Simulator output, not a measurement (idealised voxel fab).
The document below concerns the process module designated voxel capacitor over wiring.
Cross-section cut: width 225 nm, square cells of 5 nm.
Cross-sections here: square-cell grids, written as top-down lists of bands, a band being one or more rows of cells.
Look at the band entry: it leads with the top's height and the bottom's height in nm. Then it lists the materials left to right, with a width in nm for each. The word "everywhere" on a single material says that material fills the band edge to edge. The word "blank" is empty space.
Heads up on the height convention: 0 is the point under which the incoming wafer is all one material, and the lowest band has no bottom, it just keeps going down, like "0 nm and below".
Width "30 to 40": first value at the band's top row of cells, second value at its bottom row, equal change from row to row.
"no alterations made" means the step left every cell of the cross-section as it was.
The entry titled "Trapped void list" provides the empty spaces that have no open way to the top, restricted to those of 8 cells or more. Each is presented as width x height at distance, the distance being measured from the left edge, with all three in nm.
Step line, after settings: the simulator's comment on this step.
overlay nm: for a step with a mask, the amount by which the mask lay right of where it was planned; a negative amount means left of it.
The following list gives the planned process steps
1) RECEIVE,material Si
2) CONFORMAL_DEP,material SiO2,thk nm 10
3) DIRECTIONAL_DEP,material TiN,thk nm 5
4) DIRECTIONAL_DEP,material Ru,thk nm 20
5) PATTERN,tone cover,mask id METAL_1,material resist,width nm 25,pitch nm 85,thk nm 15,overlay nm 0
6) DIRECTIONAL_ETCH,etch materials Ru,depth nm 20
7) DIRECTIONAL_ETCH,etch materials TiN,depth nm 5
8) STRIP,etch materials resist
9) CONFORMAL_DEP,material SiN,thk nm 5
10) FILL_DEP,material SiO2,thk nm 5
11) CMP,height nm 35
12) CONFORMAL_DEP,material SiCN,thk nm 5
13) DIRECTIONAL_DEP,material lowk,thk nm 20
14) DIRECTIONAL_DEP,material aC,thk nm 15
15) PATTERN,tone open,mask id PLUG_1,material resist,width nm 15,thk nm 30,overlay nm 0
16) DIRECTIONAL_ETCH,etch materials aC,depth nm 15
17) STRIP,etch materials resist
18) DIRECTIONAL_ETCH,etch materials lowk,depth nm 20
19) DIRECTIONAL_ETCH,etch materials SiCN,depth nm 5
20) STRIP,etch materials aC
21) CONFORMAL_DEP,material TiN,thk nm 5
22) FILL_DEP,material W,thk nm 5
23) CMP,height nm 60
24) DIRECTIONAL_DEP,material TiN,thk nm 10
25) DIRECTIONAL_DEP,material SiN,thk nm 5
26) DIRECTIONAL_DEP,material TiN,thk nm 10
27) MASKED_ETCH,tone cover,mask id UPPER_PLATE,width nm 65,etch materials TiN,depth nm 10,overlay nm 0
28) MASKED_ETCH,tone cover,mask id UPPER_PLATE,width nm 65,etch materials SiN,depth nm 5,overlay nm 0
29) DIRECTIONAL_DEP,material aC,thk nm 15
30) PATTERN,tone cover,mask id LOWER_PLATE,material resist,width nm 75,thk nm 30,overlay nm 0
31) DIRECTIONAL_ETCH,etch materials aC,depth nm 15
32) STRIP,etch materials resist
33) DIRECTIONAL_ETCH,etch materials TiN,depth nm 10
34) STRIP,etch materials aC
35) FILL_DEP,material SiO2,thk nm 15
36) CMP,height nm 95
37) PATTERN,tone open,mask id PLUG_2,material resist,width nm 15,thk nm 15,overlay nm 0
38) DIRECTIONAL_ETCH,etch materials SiO2,depth nm 10
39) STRIP,etch materials resist
40) CONFORMAL_DEP,material TiN,thk nm 5
41) FILL_DEP,material Cu,thk nm 10
42) CMP,height nm 95
43) CONFORMAL_DEP,material SiCN,thk nm 5
As-received wafer cross-section (after step 1)
  0 nm and below = Si everywhere
  Trapped void list: none
End-of-module XS, first of two wafers, run as planned
  100 nm to 95 nm = SiCN everywhere
  95 nm to 90 nm = SiO2=75 / TiN=5 / Cu=5 / TiN=5 / SiO2=135
  90 nm to 85 nm = SiO2=75 / TiN=15 / SiO2=135
  85 nm to 75 nm = SiO2=65 / TiN=65 / SiO2=95
  75 nm to 70 nm = SiO2=65 / SiN=65 / SiO2=95
  70 nm to 60 nm = SiO2=60 / TiN=75 / SiO2=90
  60 nm to 40 nm = lowk=65 / TiN=5 / W=5 / TiN=5 / lowk=145
  40 nm to 35 nm = SiCN=65 / TiN=15 / SiCN=145
  35 nm to 15 nm = SiO2=50 / SiN=5 / Ru=25 / SiN=5 / SiO2=50 / SiN=5 / Ru=25 / SiN=5 / SiO2=55
  15 nm to 10 nm = SiN=55 / TiN=25 / SiN=60 / TiN=25 / SiN=60
  10 nm to 0 nm = SiO2 everywhere
  0 nm and below = Si everywhere
  Trapped void list: none
Presented here is a cross-section of the second of the two wafers as it stood at the end of the module. It was started in the same manner and assigned the same plan as the first wafer; however, one mistake was made in its execution
  100 nm to 95 nm = SiCN everywhere
  95 nm to 90 nm = SiO2=75 / TiN=5 / Cu=5 / TiN=5 / SiO2=135
  90 nm to 85 nm = SiO2=75 / TiN=15 / SiO2=135
  85 nm to 80 nm = SiO2 everywhere
  80 nm to 70 nm = SiO2=65 / TiN=65 / SiO2=95
  70 nm to 60 nm = SiO2=60 / TiN=75 / SiO2=90
  60 nm to 40 nm = lowk=65 / TiN=5 / W=5 / TiN=5 / lowk=145
  40 nm to 35 nm = SiCN=65 / TiN=15 / SiCN=145
  35 nm to 15 nm = SiO2=50 / SiN=5 / Ru=25 / SiN=5 / SiO2=50 / SiN=5 / Ru=25 / SiN=5 / SiO2=55
  15 nm to 10 nm = SiN=55 / TiN=25 / SiN=60 / TiN=25 / SiN=60
  10 nm to 0 nm = SiO2 everywhere
  0 nm and below = Si everywhere
  Trapped void list: none
Misprocessing identified: the run left out plan step 25 entirely, so it was never executed
Looking at both finished wafers in cells, the second ends up ahead of or behind the first on some materials: SiN -13 | SiO2 +13
